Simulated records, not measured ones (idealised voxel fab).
The process module that follows is named voxel wiring stack.
Cross-section cut spans 220 nm and uses square cells 5 nm in size.
Reading order for cross-sections: top band down to bottom band. Underlying form: a grid of square cells. Band size: one or more rows of cells. Heights first: top, then bottom, in nm. Then materials, left to right, each with a width in nm. "everywhere" on a single material: fills the band edge to edge. "blank": empty space. Heights from 0 (as-received wafer is one material below). Bottom band endless downward, as "0 and below". It should be noted that a width expressed as "30 to 40" varies in equal increments from row to row of cells within the band, taking the value of the first number at the top row and that of the second number at the bottom row. "remains unaltered", as given for a step, is the statement that not any cell of the cross-section underwent a change during that step. Look at "Enclosed void inventory" for the closed voids: empty spaces with no open path to the top, sized 8 cells or up. Each is width x height at distance, distance from the left edge, all nm. That trailing text on a step's line, after the settings, is the simulator's own remark on the step. The "overlay nm" setting may appear on a step's line; for a step that uses a mask, it gives how far to the right of its planned position the mask lay, and a negative value indicates the left.
List of planned process steps
1. RECEIVE: material Si
2. CONFORMAL_DEP: material SiO2, thk nm 10
3. DIRECTIONAL_DEP: material TiN, thk nm 5
4. DIRECTIONAL_DEP: material Ru, thk nm 15
5. MASKED_ETCH: tone cover, mask id METAL_1, width nm 30, pitch nm 50, etch materials Ru, depth nm 15, overlay nm 0
6. MASKED_ETCH: tone cover, mask id METAL_1, width nm 30, pitch nm 50, etch materials TiN, depth nm 5, overlay nm 0
7. FILL_DEP: material lowk, thk nm 5
8. CMP: height nm 30
9. CONFORMAL_DEP: material SiCN, thk nm 5
10. DIRECTIONAL_DEP: material lowk, thk nm 10
11. MASKED_ETCH: tone open, mask id PLUG_1, width nm 15, pitch nm 50, etch materials lowk, depth nm 10, overlay nm 0
12. MASKED_ETCH: tone open, mask id PLUG_1, width nm 15, pitch nm 50, etch materials SiCN, depth nm 5, overlay nm 0
13. EPI: material Ru, thk nm 10
14. EPI: material Ru, thk nm 5
15. DIRECTIONAL_DEP: material TiN, thk nm 5
16. DIRECTIONAL_DEP: material Ru, thk nm 20
17. DIRECTIONAL_DEP: material aC, thk nm 10
18. PATTERN: tone cover, mask id METAL_2, material resist, width nm 30, pitch nm 50, thk nm 30, overlay nm 0
19. DIRECTIONAL_ETCH: etch materials aC, depth nm 10
20. STRIP: etch materials resist
21. DIRECTIONAL_ETCH: etch materials Ru, depth nm 20
22. DIRECTIONAL_ETCH: etch materials TiN, depth nm 5
23. STRIP: etch materials aC
24. CONFORMAL_DEP: material SiN, thk nm 5
25. FILL_DEP: material SiO2, thk nm 5
26. CMP: height nm 70
27. CONFORMAL_DEP: material SiCN, thk nm 5
28. DIRECTIONAL_DEP: material lowk, thk nm 20
29. PATTERN: tone open, mask id PLUG_2, material resist, width nm 15, pitch nm 50, thk nm 20, overlay nm 0
30. DIRECTIONAL_ETCH: etch materials lowk, depth nm 20
31. DIRECTIONAL_ETCH: etch materials SiCN, depth nm 5
32. STRIP: etch materials resist
33. EPI: material Ru, thk nm 10
34. EPI: material Ru, thk nm 10
35. EPI: material Ru, thk nm 5
36. CONFORMAL_DEP: material SiCN, thk nm 5
37. DIRECTIONAL_DEP: material lowk, thk nm 25
38. MASKED_ETCH: tone open, mask id METAL_3, width nm 30, pitch nm 50, etch materials lowk, depth nm 25, overlay nm 0
39. MASKED_ETCH: tone open, mask id METAL_3, width nm 30, pitch nm 50, etch materials SiCN, depth nm 5, overlay nm 0
40. CONFORMAL_DEP: material TiN, thk nm 5
41. FILL_DEP: material W, thk nm 5
42. CMP: height nm 125
43. EPI: material Ru, thk nm 5
44. FILL_DEP: material SiCN, thk nm 5
So this is the incoming wafer in cross-section - it's already been through step 1
	0 and below  Si everywhere
	Enclosed void inventory: none
Looking at the first of two wafers in cross-section at end of module - ran to plan
	135 down to 130  SiCN everywhere
	130 down to 125  40 of SiCN; 40 of Ru; 10 of SiCN; 40 of Ru; 10 of SiCN; 40 of Ru; 40 of SiCN
	125 down to 100  45 of lowk; 5 of TiN; 20 of W; 5 of TiN; 20 of lowk; 5 of TiN; 20 of W; 5 of TiN; 20 of lowk; 5 of TiN; 20 of W; 5 of TiN; 45 of lowk
	100 down to 95  45 of SiCN; 30 of TiN; 20 of SiCN; 30 of TiN; 20 of SiCN; 30 of TiN; 45 of SiCN
	95 down to 75  45 of lowk; 15 of Ru; 35 of lowk; 15 of Ru; 35 of lowk; 15 of Ru; 60 of lowk
	75 down to 70  45 of SiCN; 15 of Ru; 35 of SiCN; 15 of Ru; 35 of SiCN; 15 of Ru; 60 of SiCN
	70 down to 50  40 of SiO2; 5 of SiN; 30 of Ru; 5 of SiN; 10 of SiO2; 5 of SiN; 30 of Ru; 5 of SiN; 10 of SiO2; 5 of SiN; 30 of Ru; 5 of SiN; 40 of SiO2
	50 down to 45  45 of SiN; 30 of TiN; 20 of SiN; 30 of TiN; 20 of SiN; 30 of TiN; 45 of SiN
	45 down to 35  45 of lowk; 15 of Ru; 35 of lowk; 15 of Ru; 35 of lowk; 15 of Ru; 60 of lowk
	35 down to 30  45 of SiCN; 15 of Ru; 35 of SiCN; 15 of Ru; 35 of SiCN; 15 of Ru; 60 of SiCN
	30 down to 15  45 of lowk; 30 of Ru; 20 of lowk; 30 of Ru; 20 of lowk; 30 of Ru; 45 of lowk
	15 down to 10  45 of lowk; 30 of TiN; 20 of lowk; 30 of TiN; 20 of lowk; 30 of TiN; 45 of lowk
	10 down to 0  SiO2 everywhere
	0 and below  Si everywhere
	Enclosed void inventory: none
This is the second of the two wafers, cross-sectioned at the end of the module; it started exactly like the first and was given the same plan, but it was run with one mistake
	135 down to 130  SiCN everywhere
	130 down to 125  30 of SiCN; 40 of Ru; 10 of SiCN; 40 of Ru; 10 of SiCN; 40 of Ru; 50 of SiCN
	125 down to 105  35 of lowk; 5 of TiN; 20 of W; 5 of TiN; 20 of lowk; 5 of TiN; 20 of W; 5 of TiN; 20 of lowk; 5 of TiN; 20 of W; 5 of TiN; 55 of lowk
	105 down to 100  35 of lowk; 15 of TiN; 10 of W; 5 of TiN; 20 of lowk; 15 of TiN; 10 of W; 5 of TiN; 20 of lowk; 15 of TiN; 10 of W; 5 of TiN; 55 of lowk
	100 down to 95  45 of SiCN; 20 of TiN; 30 of SiCN; 20 of TiN; 30 of SiCN; 20 of TiN; 55 of SiCN
	95 down to 75  45 of lowk; 15 of Ru; 35 of lowk; 15 of Ru; 35 of lowk; 15 of Ru; 60 of lowk
	75 down to 70  45 of SiCN; 15 of Ru; 35 of SiCN; 15 of Ru; 35 of SiCN; 15 of Ru; 60 of SiCN
	70 down to 50  40 of SiO2; 5 of SiN; 30 of Ru; 5 of SiN; 10 of SiO2; 5 of SiN; 30 of Ru; 5 of SiN; 10 of SiO2; 5 of SiN; 30 of Ru; 5 of SiN; 40 of SiO2
	50 down to 45  45 of SiN; 30 of TiN; 20 of SiN; 30 of TiN; 20 of SiN; 30 of TiN; 45 of SiN
	45 down to 35  45 of lowk; 15 of Ru; 35 of lowk; 15 of Ru; 35 of lowk; 15 of Ru; 60 of lowk
	35 down to 30  45 of SiCN; 15 of Ru; 35 of SiCN; 15 of Ru; 35 of SiCN; 15 of Ru; 60 of SiCN
	30 down to 15  45 of lowk; 30 of Ru; 20 of lowk; 30 of Ru; 20 of lowk; 30 of Ru; 45 of lowk
	15 down to 10  45 of lowk; 30 of TiN; 20 of lowk; 30 of TiN; 20 of lowk; 30 of TiN; 45 of lowk
	10 down to 0  SiO2 everywhere
	0 and below  Si everywhere
	Enclosed void inventory: none
Where did the run depart from the plan? heads up, step 38 didn't go per plan, it actually ran as MASKED_ETCH: tone open, mask id METAL_3, width nm 30, pitch nm 50, etch materials lowk, depth nm 25, overlay nm -10
Materials where the second wafer ends with more or fewer cells than the first: SiCN: 6 more | W: 6 fewer
